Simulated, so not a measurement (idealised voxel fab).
Process module, titled voxel capacitor over wiring
Shown is cross-section cut, with a width of 290 nm and square cells of size 5 nm.
Cross-section = grid of square cells, listed top down in bands; band = one or more rows.
First you get the band's top height and its bottom height, in nm, and then the materials it's made of, left to right, with each width in nm. If you see a single material with "edge to edge", that one covers the band edge to edge. "air" is empty space.
Heights are expressed relative to 0, this being the level below which the as-received wafer comprises one material exclusively. The lowest band is unbounded in the downward direction and is denoted as in "from 0 down".
So if you see something like "30 to 40" for the width, read it as the top row of the band sitting at the first number and the bottom row at the second, with every row in between moving by the same amount as the last.
"remains unaltered" (step): cross-section cells unchanged, all of them.
Listed in "Trapped cavities": every empty space of 8 or more cells without an open way to the top. Form: width x height at distance, the distance being from the left edge, all in nm.
Formally, on a step line, whatever follows the settings is a remark that the simulator itself makes on the step.
On any step carrying a mask, the "overlay nm" setting, if present on the step's line, tells how far right of its planned place the mask lay; negative values point to the left.

-- The process steps that were planned are listed below
1: RECEIVE (material Si)
2: CONFORMAL_DEP (material SiO2; thk nm 15)
3: CONFORMAL_DEP (material SiN; thk nm 5)
4: DIRECTIONAL_DEP (material SiO2; thk nm 25)
5: PATTERN (tone open; mask id METAL_1; material resist; width nm 30; pitch nm 100; thk nm 20; overlay nm 0)
6: DIRECTIONAL_ETCH (etch materials SiO2; depth nm 25)
7: DIRECTIONAL_ETCH (etch materials SiN; depth nm 5)
8: STRIP (etch materials resist)
9: CONFORMAL_DEP (material TiN; thk nm 5)
10: FILL_DEP (material Cu; thk nm 10)
11: CMP (height nm 45)
12: CONFORMAL_DEP (material SiCN; thk nm 5)
13: DIRECTIONAL_DEP (material SiO2; thk nm 15)
14: MASKED_ETCH (tone open; mask id PLUG_1; width nm 15; etch materials SiO2; depth nm 15; overlay nm 0)
15: MASKED_ETCH (tone open; mask id PLUG_1; width nm 15; etch materials SiCN; depth nm 5; overlay nm 0)
16: CONFORMAL_DEP (material TiN; thk nm 5)
17: FILL_DEP (material Cu; thk nm 10)
18: CMP (height nm 65)
19: DIRECTIONAL_DEP (material TiN; thk nm 10)
20: DIRECTIONAL_DEP (material Al2O3; thk nm 5)
21: DIRECTIONAL_DEP (material TiN; thk nm 10)
22: MASKED_ETCH (tone cover; mask id UPPER_PLATE; width nm 75; etch materials TiN; depth nm 10; overlay nm 0)
23: MASKED_ETCH (tone cover; mask id UPPER_PLATE; width nm 75; etch materials Al2O3; depth nm 5; overlay nm 0)
24: MASKED_ETCH (tone cover; mask id LOWER_PLATE; width nm 85; etch materials TiN; depth nm 10; overlay nm 0)
25: FILL_DEP (material SiO2; thk nm 20)
26: CMP (height nm 105)
27: PATTERN (tone open; mask id PLUG_2; material resist; width nm 15; thk nm 20; overlay nm 0)
28: DIRECTIONAL_ETCH (etch materials SiO2; depth nm 15)
29: STRIP (etch materials resist)
30: CONFORMAL_DEP (material TiN; thk nm 5)
31: FILL_DEP (material W; thk nm 5)
32: CMP (height nm 105)
33: CONFORMAL_DEP (material SiCN; thk nm 5)

-- as received, after step 1
- from 0 down: Si edge to edge
- Trapped cavities: none

-- First of two wafers, end-of-module section, run followed plan
- from 110 to 105: SiCN edge to edge
- from 105 to 95: 105 nm SiO2; 5 nm TiN; 5 nm W; 5 nm TiN; 170 nm SiO2
- from 95 to 90: 105 nm SiO2; 15 nm TiN; 170 nm SiO2
- from 90 to 80: 95 nm SiO2; 75 nm TiN; 120 nm SiO2
- from 80 to 75: 95 nm SiO2; 75 nm Al2O3; 120 nm SiO2
- from 75 to 65: 90 nm SiO2; 85 nm TiN; 115 nm SiO2
- from 65 to 50: 95 nm SiO2; 5 nm TiN; 5 nm Cu; 5 nm TiN; 180 nm SiO2
- from 50 to 45: 95 nm SiCN; 15 nm TiN; 180 nm SiCN
- from 45 to 20: 80 nm SiO2; 5 nm TiN; 20 nm Cu; 5 nm TiN; 70 nm SiO2; 5 nm TiN; 20 nm Cu; 5 nm TiN; 80 nm SiO2
- from 20 to 15: 80 nm SiN; 30 nm TiN; 70 nm SiN; 30 nm TiN; 80 nm SiN
- from 15 to 0: SiO2 edge to edge
- from 0 down: Si edge to edge
- Trapped cavities: none

-- Cross-sectional image of the second wafer of the two following completion of the module. Starting state and process plan were the same as for the first wafer; one execution error occurred
- from 110 to 105: SiCN edge to edge
- from 105 to 95: 105 nm SiO2; 5 nm TiN; 5 nm W; 5 nm TiN; 170 nm SiO2
- from 95 to 90: 105 nm SiO2; 15 nm TiN; 170 nm SiO2
- from 90 to 80: 95 nm SiO2; 75 nm TiN; 120 nm SiO2
- from 80 to 75: 95 nm SiO2; 75 nm Al2O3; 120 nm SiO2
- from 75 to 65: 90 nm SiO2; 85 nm TiN; 115 nm SiO2
- from 65 to 50: 95 nm SiO2; 5 nm TiN; 5 nm Cu; 5 nm TiN; 180 nm SiO2
- from 50 to 45: 95 nm SiCN; 15 nm TiN; 180 nm SiCN
- from 45 to 25: 80 nm SiO2; 5 nm TiN; 20 nm Cu; 5 nm TiN; 70 nm SiO2; 5 nm TiN; 20 nm Cu; 5 nm TiN; 80 nm SiO2
- from 25 to 20: 80 nm SiO2; 30 nm TiN; 70 nm SiO2; 30 nm TiN; 80 nm SiO2
- from 20 to 5: SiO2 edge to edge
- from 5 to 0: SiN edge to edge
- from 0 down: Si edge to edge
- Trapped cavities: none
Here's what went sideways: so 2 and 3 got swapped relative to the plan, each ran where the other was supposed to
Upon completion, the second wafer contains, in terms of cells, a greater or smaller amount of certain materials than the first wafer: Cu: 8 fewer | SiN: 12 more | TiN: 4 fewer
